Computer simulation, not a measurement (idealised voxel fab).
Herein follows the process module entitled voxel capacitor over wiring.
Xsec cut, 230 nm wide, square cell size 5 nm.
Bands, listed from the top down, are how a cross-section gets written in this document; the cross-section itself is a grid of square cells, and a band is one or more rows of them. Per band: top height and bottom height in nm, followed by the left-to-right materials and their widths in nm; "throughout" marks a single material spanning edge to edge, "empty" marks empty space. Ref level 0: as-received wafer is one material below here. Bottom band extends down with no lower bound ("0 -> down"). It should be noted that a width expressed as "30->40" varies in equal increments from row to row of cells within the band, taking the value of the first number at the top row and that of the second number at the bottom row. Step marked "no alterations made"? Then no cell in the cross-section changed in it. What "Closed cavities" gives you is every empty space of 8 cells or more that is cut off from the top. Each appears as width x height at distance, with the distance taken from the left edge and width, height and distance all in nm. Formally, on a step line, whatever follows the settings is a remark that the simulator itself makes on the step. overlay nm: mask right of planned place by this much (step with mask). Neg. = left.
## Below is the list of planned process steps
1) RECEIVE: material Si
2) CONFORMAL_DEP: material SiO2, thk nm 10
3) CONFORMAL_DEP: material SiN, thk nm 5
4) DIRECTIONAL_DEP: material SiO2, thk nm 25
5) DIRECTIONAL_DEP: material aC, thk nm 10
6) PATTERN: tone open, mask id METAL_1, material resist, width nm 20, pitch nm 90, thk nm 30, overlay nm 0
7) DIRECTIONAL_ETCH: etch materials aC, depth nm 10
8) STRIP: etch materials resist
9) DIRECTIONAL_ETCH: etch materials SiO2, depth nm 25
10) DIRECTIONAL_ETCH: etch materials SiN, depth nm 5
11) STRIP: etch materials aC
12) CONFORMAL_DEP: material TiN, thk nm 5
13) FILL_DEP: material Cu, thk nm 5
14) CMP: height nm 40
15) CONFORMAL_DEP: material SiCN, thk nm 5
16) DIRECTIONAL_DEP: material lowk, thk nm 20
17) DIRECTIONAL_DEP: material aC, thk nm 10
18) PATTERN: tone open, mask id PLUG_1, material resist, width nm 15, thk nm 25, overlay nm 0
19) DIRECTIONAL_ETCH: etch materials aC, depth nm 10
20) STRIP: etch materials resist
21) DIRECTIONAL_ETCH: etch materials lowk, depth nm 20
22) DIRECTIONAL_ETCH: etch materials SiCN, depth nm 5
23) STRIP: etch materials aC
24) CONFORMAL_DEP: material TiN, thk nm 5
25) FILL_DEP: material W, thk nm 10
26) CMP: height nm 65
27) DIRECTIONAL_DEP: material TiN, thk nm 10
28) DIRECTIONAL_DEP: material HfO2, thk nm 5
29) DIRECTIONAL_DEP: material TiN, thk nm 5
30) DIRECTIONAL_DEP: material aC, thk nm 15
31) PATTERN: tone cover, mask id UPPER_PLATE, material resist, width nm 75, thk nm 35, overlay nm 0
32) DIRECTIONAL_ETCH: etch materials aC, depth nm 15
33) STRIP: etch materials resist
34) DIRECTIONAL_ETCH: etch materials TiN, depth nm 5
35) DIRECTIONAL_ETCH: etch materials HfO2, depth nm 5
36) STRIP: etch materials aC
37) PATTERN: tone cover, mask id LOWER_PLATE, material resist, width nm 85, thk nm 20, overlay nm 0
38) DIRECTIONAL_ETCH: etch materials TiN, depth nm 10
39) STRIP: etch materials resist
40) FILL_DEP: material SiO2, thk nm 15
41) CMP: height nm 95
42) MASKED_ETCH: tone open, mask id PLUG_2, width nm 15, etch materials SiO2, depth nm 10, overlay nm 0
43) CONFORMAL_DEP: material TiN, thk nm 5
44) FILL_DEP: material W, thk nm 10
45) CMP: height nm 95
46) CONFORMAL_DEP: material SiN, thk nm 5
## Delivered wafer in cross-section: state after step 1
* 0 -> down = Si throughout
* Closed cavities: none
## Cross-sectional view of the first of the two wafers upon completion of the module, processed in accordance with the plan
* 100 -> 95 = SiN throughout
* 95 -> 90 = 75 nm SiO2, 5 nm TiN, 5 nm W, 5 nm TiN, 140 nm SiO2
* 90 -> 80 = 75->65 nm SiO2, 15->75 nm TiN, 140->90 nm SiO2
* 80 -> 75 = 65 nm SiO2, 75 nm HfO2, 90 nm SiO2
* 75 -> 65 = 60 nm SiO2, 85 nm TiN, 85 nm SiO2
* 65 -> 45 = 65 nm lowk, 5 nm TiN, 5 nm W, 5 nm TiN, 150 nm lowk
* 45 -> 40 = 65 nm SiCN, 15 nm TiN, 150 nm SiCN
* 40 -> 15 = 60 nm SiO2, 5 nm TiN, 10 nm Cu, 5 nm TiN, 70 nm SiO2, 5 nm TiN, 10 nm Cu, 5 nm TiN, 60 nm SiO2
* 15 -> 10 = 60 nm SiN, 20 nm TiN, 70 nm SiN, 20 nm TiN, 60 nm SiN
* 10 -> 0 = SiO2 throughout
* 0 -> down = Si throughout
* Closed cavities: none
## Cross-sectional view of the second of two wafers upon completion of the module. This wafer shared its starting condition and process plan with the first; one error was made during its execution
* 100 -> 95 = SiN throughout
* 95 -> 90 = 75 nm SiO2, 5 nm TiN, 5 nm W, 5 nm TiN, 140 nm SiO2
* 90 -> 80 = 75->65 nm SiO2, 15->75 nm TiN, 140->90 nm SiO2
* 80 -> 75 = 65 nm SiO2, 75 nm HfO2, 90 nm SiO2
* 75 -> 65 = 60 nm SiO2, 85 nm TiN, 85 nm SiO2
* 65 -> 55 = 65 nm lowk, 5 nm TiN, 5 nm W, 5 nm TiN, 150 nm lowk
* 55 -> 50 = 65 nm SiCN, 15 nm TiN, 150 nm SiCN
* 50 -> 40 = SiCN throughout
* 40 -> 15 = 60 nm SiO2, 5 nm TiN, 10 nm Cu, 5 nm TiN, 70 nm SiO2, 5 nm TiN, 10 nm Cu, 5 nm TiN, 60 nm SiO2
* 15 -> 10 = 60 nm SiN, 20 nm TiN, 70 nm SiN, 20 nm TiN, 60 nm SiN
* 10 -> 0 = SiO2 throughout
* 0 -> down = Si throughout
* Closed cavities: none
What went wrong in running the wafer? rather than as planned, step 15 actually ran as CONFORMAL_DEP: material SiCN, thk nm 15
In the final state, the cell counts of the second wafer exceed or fall short of those of the first for the following materials: SiCN: 92 more; TiN: 4 fewer; W: 2 fewer; lowk: 86 fewer
